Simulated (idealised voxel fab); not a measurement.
Name of the process module below: voxel ribs on slabs
It is cross-section cut that appears here, measuring 295 nm in width, its square cells being 5 nm in size.
We lay out every cross-section as a grid of square cells and spell it out in bands from the top down, where one band means one or more rows of cells. In this notation a band is specified by the heights of its top and bottom, in that order and in nm, after which its materials appear from left to right, each paired with its width in nm. The word "all across" attached to a single material means that material fills the band from edge to edge; the word "air" stands for empty space. Heights are measured from 0, the level below which the as-received wafer is all one material; the lowest band has no bottom and continues downward, written as in "z 0 and below". It should be noted that a width expressed as "30->40" varies in equal increments from row to row of cells within the band, taking the value of the first number at the top row and that of the second number at the bottom row. Basically "all unchanged" means that step didn't change any cell in the cross-section. Closed-off voids of 8+ cells (no open route to the top) go in "Sealed void list", written width x height at distance from the left edge, in nm. after a step's settings: what the simulator itself notes on the step. overlay nm: step with mask; distance mask lay right of planned place; negative value = left of planned place.
Process steps - plan
1 RECEIVE with material Si
2 DIRECTIONAL_DEP with material SiO2, thk nm 20
3 DIRECTIONAL_DEP with material SiN, thk nm 25
4 MASKED_ETCH with tone cover, mask id RIB, width nm 30, etch materials SiN, depth nm 5, overlay nm 0
5 PATTERN with tone cover, mask id SLAB, material resist, width nm 60, thk nm 20, overlay nm 0
6 DIRECTIONAL_ETCH with etch materials SiN, depth nm 20
7 STRIP with etch materials resist
8 FILL_DEP with material SiO2, thk nm 25
9 CMP with height nm 65
10 DIRECTIONAL_DEP with material W, thk nm 5
11 DIRECTIONAL_DEP with material aC, thk nm 10
12 PATTERN with tone cover, mask id HEATER, material resist, width nm 40, thk nm 30, overlay nm 0
13 DIRECTIONAL_ETCH with etch materials aC, depth nm 10
14 STRIP with etch materials resist
15 DIRECTIONAL_ETCH with etch materials W, depth nm 5
16 STRIP with etch materials aC
17 CONFORMAL_DEP with material SiO2, thk nm 5
Here's what the wafer looked like in cross-section when it arrived - that's after step 1
* z 0 and below  Si all across
* Sealed void list: none
first wafer at the end, as planned
* z 75 to 70  air (120) / SiO2 (50) / air (125)
* z 70 to 65  SiO2 (125) / W (40) / SiO2 (130)
* z 65 to 45  SiO2 all across
* z 45 to 40  SiO2 (130) / SiN (30) / SiO2 (135)
* z 40 to 20  SiO2 (115) / SiN (60) / SiO2 (120)
* z 20 to 0  SiO2 all across
* z 0 and below  Si all across
* Sealed void list: none
Wafer two, end of module, cross-section. Same start, same plan as wafer one. One mistake in the run
* z 75 to 70  air (120) / SiO2 (50) / air (125)
* z 70 to 65  SiO2 (125) / W (40) / SiO2 (130)
* z 65 to 25  SiO2 all across
* z 25 to 0  SiN all across
* z 0 and below  Si all across
* Sealed void list: none
what went wrong: so 2 and 3 got swapped relative to the plan, each ran where the other was supposed to
Materials where the second wafer ends with more or fewer cells than the first: SiN: 241 more; SiO2: 241 fewer
